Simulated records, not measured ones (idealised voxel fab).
voxel transistor to metal: a process module
The figure presents cross-section cut, which has a width of 215 nm and is divided into square cells with an edge length of 5 nm.
In what follows, cross-sections appear as grids of square cells, described through bands that run from the top down, where every band is one or more rows of cells.
Top height, bottom height, nm. Materials left to right, width each, nm. Single material + "full width" = fills band edge to edge. "air" = empty.
Counting heights begins at 0, where everything beneath is, in the wafer as received, one material. The lowest band has no bottom; it goes on downwards, as "z 0 and below" shows.
Per-row width for "30 to 40": begins at first number (top row of band), ends at second number (bottom row), increment between rows held constant.
"no modification" for a step: no cell of the cross-section changed in that step.
So "Closed voids list" is basically the list of trapped voids: any empty space of 8 cells or more that can't reach the top through an opening. They're written width x height at distance, the distance being from the left edge, and it's all nm.
Past the settings on a step's line: simulator remark, on that step.
overlay nm: step with mask; distance mask lay right of planned place; negative value = left of planned place.
### Planned process steps
1,RECEIVE | material Si
2,CONFORMAL_DEP | material SiO2 | thk nm 5
3,CONFORMAL_DEP | material SiN | thk nm 10
4,DIRECTIONAL_DEP | material aC | thk nm 15
5,PATTERN | tone cover | mask id ACTIVE | material resist | width nm 115 | thk nm 30 | overlay nm 0
6,DIRECTIONAL_ETCH | etch materials aC | depth nm 15
7,STRIP | etch materials resist
8,DIRECTIONAL_ETCH | etch materials SiN | depth nm 10
9,DIRECTIONAL_ETCH | etch materials SiO2 | depth nm 5
10,DIRECTIONAL_ETCH | etch materials Si | depth nm 25
11,STRIP | etch materials aC
12,OXIDIZE | depth nm 5
13,FILL_DEP | material SiO2 | thk nm 15
14,CMP | height nm 15
15,SELECTIVE_ETCH | etch materials SiO2 | depth nm 10
16,STRIP | etch materials SiN
17,SELECTIVE_ETCH | etch materials SiO2 | depth nm 5
18,OXIDIZE | depth nm 5
19,DIRECTIONAL_DEP | material polySi | thk nm 25
20,DIRECTIONAL_DEP | material SiCN | thk nm 15
21,DIRECTIONAL_DEP | material aC | thk nm 15
22,PATTERN | tone cover | mask id GATE | material resist | width nm 25 | thk nm 35 | overlay nm 0
23,DIRECTIONAL_ETCH | etch materials aC | depth nm 15
24,STRIP | etch materials resist
25,DIRECTIONAL_ETCH | etch materials SiCN | depth nm 25
26,DIRECTIONAL_ETCH | etch materials polySi | depth nm 35
27,STRIP | etch materials aC
28,CONFORMAL_DEP | material SiN | thk nm 10
29,DIRECTIONAL_ETCH | etch materials SiN | depth nm 10
30,DIRECTIONAL_ETCH | etch materials SiO2 | depth nm 5
31,DIRECTIONAL_ETCH | etch materials Si | depth nm 5
32,EPI | material pSi | thk nm 5
33,FILL_DEP | material SiO2 | thk nm 10
34,CMP | height nm 25
35,STRIP | etch materials polySi
36,SELECTIVE_ETCH | etch materials SiO2 | depth nm 5
37,CONFORMAL_DEP | material HfO2 | thk nm 5
38,CONFORMAL_DEP | material TiN | thk nm 5
39,FILL_DEP | material W | thk nm 10
40,CMP | height nm 20
41,DIRECTIONAL_DEP | material SiO2 | thk nm 15
42,DIRECTIONAL_DEP | material aC | thk nm 15
43,PATTERN | tone open | mask id CONTACT | material resist | width nm 20 | pitch nm 75 | thk nm 35 | overlay nm 0
44,DIRECTIONAL_ETCH | etch materials aC | depth nm 15
45,STRIP | etch materials resist
46,DIRECTIONAL_ETCH | etch materials SiO2 | depth nm 40
47,STRIP | etch materials aC
48,CONFORMAL_DEP | material TiN | thk nm 5
49,FILL_DEP | material W | thk nm 10
50,CMP | height nm 35
51,DIRECTIONAL_DEP | material TiN | thk nm 5
52,DIRECTIONAL_DEP | material W | thk nm 25
53,DIRECTIONAL_DEP | material aC | thk nm 10
54,PATTERN | tone cover | mask id METAL_1 | material resist | width nm 20 | pitch nm 75 | thk nm 25 | overlay nm 0
55,DIRECTIONAL_ETCH | etch materials aC | depth nm 10
56,STRIP | etch materials resist
57,DIRECTIONAL_ETCH | etch materials W | depth nm 25
58,DIRECTIONAL_ETCH | etch materials TiN | depth nm 5
59,STRIP | etch materials aC
60,FILL_DEP | material SiO2 | thk nm 10
61,CMP | height nm 65
62,CONFORMAL_DEP | material SiCN | thk nm 5
63,DIRECTIONAL_DEP | material SiO2 | thk nm 35
64,MASKED_ETCH | tone open | mask id METAL_2 | width nm 20 | pitch nm 75 | etch materials SiO2 | depth nm 20 | overlay nm 0
65,PATTERN | tone open | mask id METAL_2_HOLES | material resist | width nm 15 | pitch nm 75 | thk nm 20 | overlay nm 0
66,DIRECTIONAL_ETCH | etch materials SiO2 | depth nm 15
67,DIRECTIONAL_ETCH | etch materials SiCN | depth nm 5
68,STRIP | etch materials resist
69,CONFORMAL_DEP | material TiN | thk nm 5
70,FILL_DEP | material Ru | thk nm 5
71,CMP | height nm 105
72,CONFORMAL_DEP | material SiN | thk nm 5
Same starting wafers, different thk nm at step 72. Plan value belongs to the first wafer.
### Cross-section of the first incoming wafer of several, state after step 1
	z 0 and below | Si full width
	Closed voids list: none
### Below is a per-wafer table. In it, each row describes the wafer at the end of the module by giving, for each material, the number of cells gained (+) or lost (-) since the wafer was received, and after that the closed voids of the wafer
thk nm 5; +15 HfO2; +20 Ru; -165 Si; +37 SiCN; +59 SiN; +806 SiO2; +89 TiN; +71 W; +14 pSi; Closed voids list: none
thk nm 10; +15 HfO2; +20 Ru; -165 Si; +37 SiCN; +102 SiN; +806 SiO2; +89 TiN; +71 W; +14 pSi; Closed voids list: none
thk nm 15; +15 HfO2; +20 Ru; -165 Si; +37 SiCN; +145 SiN; +806 SiO2; +89 TiN; +71 W; +14 pSi; Closed voids list: none
thk nm 20; +15 HfO2; +20 Ru; -165 Si; +37 SiCN; +188 SiN; +806 SiO2; +89 TiN; +71 W; +14 pSi; Closed voids list: none
